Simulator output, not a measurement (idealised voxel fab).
The name of this process module is voxel self aligned contacts.
Pictured: cross-section cut, 280 nm wide, on a grid of 5 nm square cells.
Just so we're on the same page, the cross-sections are grids of square cells, and they're listed out in bands top to bottom, each band one or more rows deep. What a band's entry tells you: where the top is and where the bottom is, as heights in nm, and after that what lies inside, material by material from left to right, each with its width in nm. Empty space is written as the word "empty", and a single material marked with the word "full width" occupies the band from edge to edge. It should be noted that heights are counted from 0, beneath which the wafer as supplied is of one material throughout, and that the lowest band possesses no lower boundary but continues downward, as written in "from 0 down". Width "30 to 40": first value at the band's top row of cells, second value at its bottom row, equal change from row to row. Any step labelled "all unchanged" changed none of the cells in the cross-section. The entry titled "Catalogued sealed voids" provides the empty spaces that have no open way to the top, restricted to those of 8 cells or more. Each is presented as width x height at distance, the distance being measured from the left edge, with all three in nm. On each step's line, the part that comes after the settings is the simulator's own comment on the step. The "overlay nm" setting may appear on a step's line; for a step that uses a mask, it gives how far to the right of its planned position the mask lay, and a negative value indicates the left.
**plan**
1: RECEIVE, material Si
2: CONFORMAL_DEP, material SiO2, thk nm 5
3: DIRECTIONAL_DEP, material polySi, thk nm 20
4: DIRECTIONAL_DEP, material SiN, thk nm 20
5: MASKED_ETCH, tone cover, mask id GATE, width nm 25, pitch nm 55, etch materials SiN, depth nm 20, overlay nm 0
6: MASKED_ETCH, tone cover, mask id GATE, width nm 25, pitch nm 55, etch materials polySi, depth nm 20, overlay nm 0
7: CONFORMAL_DEP, material SiN, thk nm 5
8: DIRECTIONAL_ETCH, etch materials SiN, depth nm 5
9: FILL_DEP, material SiO2, thk nm 15
10: CMP, height nm 50
11: MASKED_ETCH, tone open, mask id CONTACT, width nm 40, pitch nm 55, etch materials SiO2, depth nm 50, overlay nm 0
12: CONFORMAL_DEP, material TiN, thk nm 5
13: FILL_DEP, material W, thk nm 5
14: CMP, height nm 50
15: CONFORMAL_DEP, material SiCN, thk nm 5
**Cross-section of the wafer upon arrival, representing the state reached after step 1**
- from 0 down | Si full width
- Catalogued sealed voids: none
**First of two wafers at the end of the module, shown in cross-section; run carried out as planned**
- from 55 to 50 | SiCN full width
- from 50 to 45 | SiO2 (90), then TiN (15), then W (10), then TiN (15), then SiO2 (15), then TiN (15), then W (10), then TiN (15), then SiO2 (95)
- from 45 to 25 | SiO2 (65), then SiN (35), then TiN (5), then W (10), then TiN (5), then SiN (35), then TiN (5), then W (10), then TiN (5), then SiN (35), then SiO2 (70)
- from 25 to 5 | SiO2 (65), then SiN (5), then polySi (25), then SiN (5), then TiN (5), then W (10), then TiN (5), then SiN (5), then polySi (25), then SiN (5), then TiN (5), then W (10), then TiN (5), then SiN (5), then polySi (25), then SiN (5), then SiO2 (70)
- from 5 to 0 | SiO2 (100), then TiN (20), then SiO2 (35), then TiN (20), then SiO2 (105)
- from 0 down | Si full width
- Catalogued sealed voids: none
**Cross-section, wafer two of two, end of module: same start and plan as wafer one, one error in execution**
- from 55 to 50 | SiCN full width
- from 50 to 45 | SiO2 (90), then TiN (15), then W (10), then TiN (15), then SiO2 (15), then TiN (15), then W (10), then TiN (15), then SiO2 (95)
- from 45 to 25 | SiO2 (65), then SiN (35), then TiN (5), then W (10), then TiN (5), then SiN (35), then TiN (5), then W (10), then TiN (5), then SiN (35), then SiO2 (70)
- from 25 to 20 | SiO2 (100), then TiN (20), then SiO2 (35), then TiN (20), then SiO2 (105)
- from 20 to 0 | polySi full width
- from 0 down | Si full width
- Catalogued sealed voids: none
In executing the process, a mistake was made relative to the plan: steps 2 and 3: order swapped relative to plan
Final difference in cells, second wafer against first, listed per material as more or fewer: -24 SiN, -108 SiO2, -16 TiN, -16 W, +164 polySi
